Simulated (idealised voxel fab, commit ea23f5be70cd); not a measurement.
Process module under the name voxel transistor to metal
FYI the section here is cut, 160 nm wide, cells are 5 nm squares.
In what follows, cross-sections appear as grids of square cells, described through bands that run from the top down, where every band is one or more rows of cells. Heads up on the band format: heights come first, top then bottom, in nm. After that it's the materials left to right, each with its width in nm. A single material flagged "throughout" fills the whole band edge to edge, and "empty" means there's empty space there. Height 0 is the level under which the wafer as received is all one material. The lowest band goes on downwards, as in "top 0, no bottom". A width such as "30->40" changes by the same amount from each row of cells to the next, from the band's top row to its bottom row. "no modification", as given for a step, is the statement that not any cell of the cross-section underwent a change during that step. "Closed void register" means: voids of 8 cells or more that are shut off from the top with no open way through. Written width x height at distance, distance from the left edge, in nm. If you see something after the settings on a step's line, that's the simulator's own remark about that step. overlay nm: right-of-plan distance of the mask on a masked step; negative values mean left-of-plan.

## List of planned process steps
1) RECEIVE with material Si
2) CONFORMAL_DEP with material SiO2, thk nm 5
3) CONFORMAL_DEP with material SiN, thk nm 10
4) MASKED_ETCH with tone cover, mask id ACTIVE, width nm 100, etch materials SiN, depth nm 10, overlay nm 0
5) MASKED_ETCH with tone cover, mask id ACTIVE, width nm 100, etch materials SiO2, depth nm 5, overlay nm 0
6) MASKED_ETCH with tone cover, mask id ACTIVE, width nm 100, etch materials Si, depth nm 20, overlay nm 0
7) OXIDIZE with depth nm 5
8) FILL_DEP with material SiO2, thk nm 5
9) CMP with height nm 15
10) SELECTIVE_ETCH with etch materials SiO2, depth nm 10
11) STRIP with etch materials SiN
12) SELECTIVE_ETCH with etch materials SiO2, depth nm 5
13) OXIDIZE with depth nm 5
14) DIRECTIONAL_DEP with material polySi, thk nm 20
15) DIRECTIONAL_DEP with material SiCN, thk nm 10
16) DIRECTIONAL_DEP with material aC, thk nm 15
17) PATTERN with tone cover, mask id GATE, material resist, width nm 30, thk nm 30, overlay nm 0
18) DIRECTIONAL_ETCH with etch materials aC, depth nm 15
19) STRIP with etch materials resist
20) DIRECTIONAL_ETCH with etch materials SiCN, depth nm 20
21) DIRECTIONAL_ETCH with etch materials polySi, depth nm 30
22) STRIP with etch materials aC
23) CONFORMAL_DEP with material SiO2, thk nm 5
24) DIRECTIONAL_ETCH with etch materials SiO2, depth nm 5
25) CONFORMAL_DEP with material SiN, thk nm 10
26) DIRECTIONAL_ETCH with etch materials SiN, depth nm 10
27) DIRECTIONAL_ETCH with etch materials SiO2, depth nm 5
28) DIRECTIONAL_ETCH with etch materials Si, depth nm 15
29) EPI with material SiGe, thk nm 20
30) FILL_DEP with material SiO2, thk nm 5
31) CMP with height nm 20
32) STRIP with etch materials polySi
33) SELECTIVE_ETCH with etch materials SiO2, depth nm 5
34) CONFORMAL_DEP with material HfO2, thk nm 5
35) CONFORMAL_DEP with material TiN, thk nm 5
36) FILL_DEP with material W, thk nm 5
37) CMP with height nm 15
38) DIRECTIONAL_DEP with material SiO2, thk nm 15
39) MASKED_ETCH with tone open, mask id CONTACT, width nm 15, pitch nm 75, etch materials SiO2, depth nm 15, overlay nm 0
40) CONFORMAL_DEP with material TiN, thk nm 5
41) FILL_DEP with material Ru, thk nm 10
42) CMP with height nm 30
43) DIRECTIONAL_DEP with material TiN, thk nm 5
44) DIRECTIONAL_DEP with material W, thk nm 15
45) DIRECTIONAL_DEP with material aC, thk nm 15
46) PATTERN with tone cover, mask id METAL_1, material resist, width nm 15, pitch nm 75, thk nm 30, overlay nm 0
47) DIRECTIONAL_ETCH with etch materials aC, depth nm 15
48) STRIP with etch materials resist
49) DIRECTIONAL_ETCH with etch materials W, depth nm 15
50) DIRECTIONAL_ETCH with etch materials TiN, depth nm 5
51) STRIP with etch materials aC
52) FILL_DEP with material lowk, thk nm 10
53) CMP with height nm 50
54) CONFORMAL_DEP with material SiN, thk nm 5

## Delivered wafer in cross-section: state after step 1
    top 0, no bottom | Si throughout
    Closed void register: none

## Final cross-section, module run with one mistake (start and plan as above)
    top 55, bottom 50 | SiN throughout
    top 50, bottom 35 | 35 W; 15 lowk; 60 W; 15 lowk; 35 W
    top 35, bottom 30 | 35 TiN; 15 lowk; 60 TiN; 15 lowk; 35 TiN
    top 30, bottom 20 | 35 SiO2; 5 TiN; 5 Ru; 5 TiN; 60 SiO2; 5 TiN; 5 Ru; 5 TiN; 35 SiO2
    top 20, bottom 15 | 35 SiO2; 15 TiN; 60 SiO2; 15 TiN; 35 SiO2
    top 15, bottom 5 | 30 SiO2; 20 SiGe; 10 SiN; 5 HfO2; 5 TiN; 20 W; 5 TiN; 5 HfO2; 10 SiN; 20 SiGe; 30 SiO2
    top 5, bottom 0 | 30 SiO2; 20 SiGe; 10 SiN; 5 HfO2; 30 TiN; 5 HfO2; 10 SiN; 20 SiGe; 30 SiO2
    top 0, bottom -5 | 30 SiO2; 20 SiGe; 10 SiO2; 40 HfO2; 10 SiO2; 20 SiGe; 30 SiO2
    top -5, bottom -20 | 35 SiO2; 15 SiGe; 60 Si; 15 SiGe; 35 SiO2
    top -20, bottom -25 | 35 SiO2; 90 Si; 35 SiO2
    top -25, no bottom | Si throughout
    Closed void register: none
Where did the run depart from the plan? not per plan at step 46, really ran PATTERN with tone open, mask id METAL_1, material resist, width nm 15, pitch nm 75, thk nm 30, overlay nm 0
